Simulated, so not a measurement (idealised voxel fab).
process module | voxel plated lines
cross-section cut | 175 nm wide | cells 5 nm
A cross-section is a grid of square cells, given in bands from the top down. A band is one or more rows of cells.
Each band's line starts with the height of the band's top and of its bottom, in nm. Then come its materials from left to right, each with its width in nm. One material with "throughout" fills the band from edge to edge. "air" is empty space.
Height 0 is the level under which the wafer as received is all one material. The lowest band goes on downwards, as in "0 down".
A width such as "30 to 40" changes by the same amount from each row of cells to the next, from the band's top row to its bottom row.
"no change" after a step means that no cell of the cross-section changed.
closed voids: empty space of 8 cells or more with no open way to the top, each as width x height at its distance from the left edge, in nm
after a step's settings: what the simulator itself notes on the step
overlay nm, on a step with a mask: how far to the right of its planned place the mask lay; to the left if negative
plan
1 op RECEIVE | material Si
2 op CONFORMAL_DEP | material SiO2 | thk nm 5
3 op DIRECTIONAL_DEP | material TiN | thk nm 5
4 op PATTERN | tone open | mask id LINES | material resist | width nm 15 | pitch nm 35 | thk nm 20 | overlay nm 0
5 op EPI | material Ru | thk nm 10
6 op STRIP | etch materials resist
7 op DIRECTIONAL_ETCH | etch materials TiN | depth nm 5
8 op CONFORMAL_DEP | material SiCN | thk nm 5
varied across the wafers: thk nm of step 8. The plan shows the first wafer's value. All wafers start alike
first wafer as received, after step 1
  0 down: Si throughout
  closed voids: none
each wafer at the end: cells of each material gained (+) or lost (-) since it was received, then its closed voids
thk nm 5 | +24 Ru | +59 SiCN | +35 SiO2 | +12 TiN | closed voids: none
thk nm 10 | +24 Ru | +118 SiCN | +35 SiO2 | +12 TiN | closed voids: none
thk nm 15 | +24 Ru | +159 SiCN | +35 SiO2 | +12 TiN | closed voids: none
thk nm 20 | +24 Ru | +200 SiCN | +35 SiO2 | +12 TiN | closed voids: none
thk nm 25 | +24 Ru | +241 SiCN | +35 SiO2 | +12 TiN | closed voids: none
